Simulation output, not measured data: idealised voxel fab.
Name of the process module below: voxel ribs on slabs
240 nm wide, 5 nm square cells: that's cross-section cut.
Cross-section spec: square-cell grid; bands listed top down; each band is one or more rows.
It is stipulated that each band's entry specify, in nanometres, the height of the top of the band and then that of its bottom, followed by the materials of the band in left-to-right sequence, each together with its width in nanometres. A single material marked by the word "all across" is understood to fill the band from edge to edge; the word "empty" is understood to denote empty space.
Measure heights from 0. That's the level where, below it, the as-received wafer is all one material. The lowest band is bottomless and extends downward; write it as in "0..down".
The notation "30 to 40" denotes a width that varies across the rows of cells in the band, beginning at the first number in the top row, finishing at the second number in the bottom row, and changing by an identical amount from each row to the next.
When a step is marked "no alterations made", none of the cells in the cross-section changed during that step.
You'll see "Encapsulated voids" listing empty spaces that have no way open to the top, as long as they're 8 cells or more; the notation is width x height at distance, where the distance is from the left edge, and all of it is in nm.
What comes after the settings on a step's line is commentary from the simulator itself on that step.
overlay nm: where the mask lay relative to plan, measured to the right, on steps with a mask; negatives go left.
### Process steps - plan
step 1: op RECEIVE | material Si
step 2: op DIRECTIONAL_DEP | material SiO2 | thk nm 30
step 3: op DIRECTIONAL_DEP | material SiN | thk nm 25
step 4: op DIRECTIONAL_DEP | material aC | thk nm 10
step 5: op PATTERN | tone cover | mask id RIB | material resist | width nm 15 | thk nm 25 | overlay nm 0
step 6: op DIRECTIONAL_ETCH | etch materials aC | depth nm 10
step 7: op STRIP | etch materials resist
step 8: op DIRECTIONAL_ETCH | etch materials SiN | depth nm 15
step 9: op STRIP | etch materials aC
step 10: op DIRECTIONAL_DEP | material aC | thk nm 15
step 11: op PATTERN | tone cover | mask id SLAB | material resist | width nm 45 | thk nm 35 | overlay nm 0
step 12: op DIRECTIONAL_ETCH | etch materials aC | depth nm 15
step 13: op STRIP | etch materials resist
step 14: op DIRECTIONAL_ETCH | etch materials SiN | depth nm 10
step 15: op STRIP | etch materials aC
step 16: op FILL_DEP | material SiO2 | thk nm 20
step 17: op CMP | height nm 65
step 18: op DIRECTIONAL_DEP | material W | thk nm 10
step 19: op DIRECTIONAL_DEP | material aC | thk nm 15
step 20: op PATTERN | tone cover | mask id HEATER | material resist | width nm 25 | thk nm 30 | overlay nm 0
step 21: op DIRECTIONAL_ETCH | etch materials aC | depth nm 15
step 22: op STRIP | etch materials resist
step 23: op DIRECTIONAL_ETCH | etch materials W | depth nm 10
step 24: op STRIP | etch materials aC
step 25: op CONFORMAL_DEP | material SiN | thk nm 5
### Step 1 complete: cross-section of the wafer as received
* 0..down  Si all across
* Encapsulated voids: none
### End-of-module cross-section of the first of two wafers, processed as planned
* 80..75  empty 100 nm | SiN 35 nm | empty 105 nm
* 75..70  empty 100 nm | SiN 5 nm | W 25 nm | SiN 5 nm | empty 105 nm
* 70..65  SiN 105 nm | W 25 nm | SiN 110 nm
* 65..55  SiO2 all across
* 55..40  SiO2 110 nm | SiN 15 nm | SiO2 115 nm
* 40..30  SiO2 95 nm | SiN 45 nm | SiO2 100 nm
* 30..0  SiO2 all across
* 0..down  Si all across
* Encapsulated voids: none
### Cross-section, second wafer: same start as the first, same plan as the first, one mistake in running it; taken at the end of the module
* 75..70  empty 100 nm | SiN 35 nm | empty 105 nm
* 70..65  SiN 105 nm | W 25 nm | SiN 110 nm
* 65..55  SiO2 all across
* 55..40  SiO2 110 nm | SiN 15 nm | SiO2 115 nm
* 40..30  SiO2 95 nm | SiN 45 nm | SiO2 100 nm
* 30..0  SiO2 all across
* 0..down  Si all across
* Encapsulated voids: none
So what did we get wrong on this run? step 18 did not use the planned setting and instead ran as op DIRECTIONAL_DEP | material W | thk nm 5
Counted in cells at the end, the second wafer holds more or fewer of these materials than the first: SiN -2, W -5
